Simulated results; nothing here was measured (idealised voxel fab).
process module | voxel transistor to metal
cross-section cut | 285 nm wide | cells 5 nm
A cross-section is a grid of square cells, given in bands from the top down. A band is one or more rows of cells.
Each band's line starts with the height of the band's top and of its bottom, in nm. Then come its materials from left to right, each with its width in nm. One material with "throughout" fills the band from edge to edge. "air" is empty space.
Height 0 is the level under which the wafer as received is all one material. The lowest band goes on downwards, as in "0 down".
A width such as "30 to 40" changes by the same amount from each row of cells to the next, from the band's top row to its bottom row.
"no change" after a step means that no cell of the cross-section changed.
closed voids: empty space of 8 cells or more with no open way to the top, each as width x height at its distance from the left edge, in nm
after a step's settings: what the simulator itself notes on the step
overlay nm, on a step with a mask: how far to the right of its planned place the mask lay; to the left if negative
plan
1 op RECEIVE | material Si
2 op CONFORMAL_DEP | material SiO2 | thk nm 5
3 op CONFORMAL_DEP | material SiN | thk nm 10
4 op PATTERN | tone cover | mask id ACTIVE | material resist | width nm 110 | pitch nm 135 | thk nm 20 | overlay nm 0
5 op DIRECTIONAL_ETCH | etch materials SiN | depth nm 10
6 op DIRECTIONAL_ETCH | etch materials SiO2 | depth nm 5
7 op DIRECTIONAL_ETCH | etch materials Si | depth nm 25
8 op STRIP | etch materials resist
9 op FILL_DEP | material SiO2 | thk nm 5
10 op CMP | height nm 15
11 op SELECTIVE_ETCH | etch materials SiO2 | depth nm 5
12 op STRIP | etch materials SiN
13 op SELECTIVE_ETCH | etch materials SiO2 | depth nm 5
14 op OXIDIZE | depth nm 5
15 op DIRECTIONAL_DEP | material polySi | thk nm 30
16 op DIRECTIONAL_DEP | material SiCN | thk nm 10
17 op MASKED_ETCH | tone cover | mask id GATE | width nm 20 | pitch nm 135 | etch materials SiCN | depth nm 20 | overlay nm 0
18 op MASKED_ETCH | tone cover | mask id GATE | width nm 20 | pitch nm 135 | etch materials polySi | depth nm 40 | overlay nm 0
19 op CONFORMAL_DEP | material SiO2 | thk nm 5
20 op DIRECTIONAL_ETCH | etch materials SiO2 | depth nm 5
21 op CONFORMAL_DEP | material SiN | thk nm 10
22 op DIRECTIONAL_ETCH | etch materials SiN | depth nm 10
23 op DIRECTIONAL_ETCH | etch materials SiO2 | depth nm 5
24 op EPI | material SiGe | thk nm 5
25 op FILL_DEP | material SiO2 | thk nm 5
26 op CMP | height nm 40
27 op DIRECTIONAL_DEP | material SiO2 | thk nm 15
28 op PATTERN | tone open | mask id CONTACT | material resist | width nm 30 | thk nm 20 | overlay nm 0
29 op DIRECTIONAL_ETCH | etch materials SiO2 | depth nm 55
30 op STRIP | etch materials resist
31 op CONFORMAL_DEP | material TiN | thk nm 5
32 op FILL_DEP | material W | thk nm 5
33 op CMP | height nm 55
34 op DIRECTIONAL_DEP | material TiN | thk nm 5
35 op DIRECTIONAL_DEP | material Ru | thk nm 25
36 op PATTERN | tone cover | mask id METAL_1 | material resist | width nm 20 | thk nm 15 | overlay nm 0
37 op DIRECTIONAL_ETCH | etch materials Ru | depth nm 25
38 op DIRECTIONAL_ETCH | etch materials TiN | depth nm 5
39 op STRIP | etch materials resist
40 op FILL_DEP | material SiO2 | thk nm 5
41 op CMP | height nm 85
42 op CONFORMAL_DEP | material SiCN | thk nm 5
as received, after step 1
  0 down: Si throughout
  closed voids: none
first wafer at the end, as planned
  90 to 85: SiCN throughout
  85 to 60: SiO2 30 | Ru 20 | SiO2 50 | Ru 20 | SiO2 45 | Ru 20 | SiO2 50 | Ru 20 | SiO2 30
  60 to 55: SiO2 30 | TiN 20 | SiO2 50 | TiN 20 | SiO2 45 | TiN 20 | SiO2 50 | TiN 20 | SiO2 30
  55 to 45: SiO2 30 | TiN 5 | W 20 | TiN 5 | SiO2 30 | TiN 5 | W 20 | TiN 5 | SiO2 45 | TiN 5 | W 20 | TiN 5 | SiO2 30 | TiN 5 | W 20 | TiN 5 | SiO2 30
  45 to 40: SiO2 30 | TiN 5 | W 10 | TiN 15 | SiO2 30 | TiN 15 | W 10 | TiN 5 | SiO2 45 | TiN 5 | W 10 | TiN 15 | SiO2 30 | TiN 15 | W 10 | TiN 5 | SiO2 30
  40 to 30: SiO2 30 | TiN 5 | W 10 | TiN 5 | SiN 10 | SiO2 5 | SiCN 20 | SiO2 5 | SiN 10 | TiN 5 | W 10 | TiN 5 | SiO2 45 | TiN 5 | W 10 | TiN 5 | SiN 10 | SiO2 5 | SiCN 20 | SiO2 5 | SiN 10 | TiN 5 | W 10 | TiN 5 | SiO2 30
  30 to 5: SiO2 30 | TiN 5 | W 10 | TiN 5 | SiN 10 | SiO2 5 | polySi 20 | SiO2 5 | SiN 10 | TiN 5 | W 10 | TiN 5 | SiO2 45 | TiN 5 | W 10 | TiN 5 | SiN 10 | SiO2 5 | polySi 20 | SiO2 5 | SiN 10 | TiN 5 | W 10 | TiN 5 | SiO2 30
  5 to 0: SiO2 20 | SiN 10 | TiN 20 | SiN 10 | SiO2 5 | polySi 20 | SiO2 5 | SiN 10 | TiN 20 | SiN 10 | SiO2 25 | SiN 10 | TiN 20 | SiN 10 | SiO2 5 | polySi 20 | SiO2 5 | SiN 10 | TiN 20 | SiN 10 | SiO2 20
  0 to -5: SiO2 30 | SiGe 20 | SiO2 50 | SiGe 20 | SiO2 45 | SiGe 20 | SiO2 50 | SiGe 20 | SiO2 30
  -5 to -25: SiO2 20 | Si 110 | SiO2 25 | Si 110 | SiO2 20
  -25 down: Si throughout
  closed voids: none
second wafer at the end: like start, like plan, one mistake
  90 to 85: SiCN throughout
  85 to 60: SiO2 30 | Ru 20 | SiO2 50 | Ru 20 | SiO2 45 | Ru 20 | SiO2 50 | Ru 20 | SiO2 30
  60 to 55: SiO2 30 | TiN 20 | SiO2 50 | TiN 20 | SiO2 45 | TiN 20 | SiO2 50 | TiN 20 | SiO2 30
  55 to 45: SiO2 30 | TiN 5 | W 20 | TiN 5 | SiO2 30 | TiN 5 | W 20 | TiN 5 | SiO2 45 | TiN 5 | W 20 | TiN 5 | SiO2 30 | TiN 5 | W 20 | TiN 5 | SiO2 30
  45 to 40: SiO2 30 | TiN 5 | W 10 | TiN 15 | SiO2 30 | TiN 15 | W 10 | TiN 5 | SiO2 45 | TiN 5 | W 10 | TiN 15 | SiO2 30 | TiN 15 | W 10 | TiN 5 | SiO2 30
  40 to 30: SiO2 30 | TiN 5 | W 10 to 5 | TiN 5 to 10 | SiN 10 | SiO2 5 | SiCN 20 | SiO2 5 | SiN 10 | TiN 5 | W 10 | TiN 5 | SiO2 45 | TiN 5 | W 10 to 5 | TiN 5 to 10 | SiN 10 | SiO2 5 | SiCN 20 | SiO2 5 | SiN 10 | TiN 5 | W 10 | TiN 5 | SiO2 30
  30 to 5: SiO2 30 | TiN 5 | W 5 | TiN 5 | SiN 10 | SiO2 5 | polySi 25 | SiO2 5 | SiN 10 | TiN 5 | W 10 | TiN 5 | SiO2 45 | TiN 5 | W 5 | TiN 5 | SiN 10 | SiO2 5 | polySi 25 | SiO2 5 | SiN 10 | TiN 5 | W 10 | TiN 5 | SiO2 30
  5 to 0: SiO2 20 | SiN 10 | TiN 15 | SiN 10 | SiO2 5 | polySi 25 | SiO2 5 | SiN 10 | TiN 20 | SiN 10 | SiO2 25 | SiN 10 | TiN 15 | SiN 10 | SiO2 5 | polySi 25 | SiO2 5 | SiN 10 | TiN 20 | SiN 10 | SiO2 20
  0 to -5: SiO2 30 | SiGe 15 | SiO2 55 | SiGe 20 | SiO2 45 | SiGe 15 | SiO2 55 | SiGe 20 | SiO2 30
  -5 to -25: SiO2 20 | Si 110 | SiO2 25 | Si 110 | SiO2 20
  -25 down: Si throughout
  closed voids: none
what went wrong: step 18 ran as: op MASKED_ETCH | tone cover | mask id GATE | width nm 20 | pitch nm 135 | etch materials polySi | depth nm 40 | overlay nm -5
at the end the second wafer has, in cells: 2 fewer of SiGe | 2 more of SiO2 | 12 fewer of W | 12 more of polySi
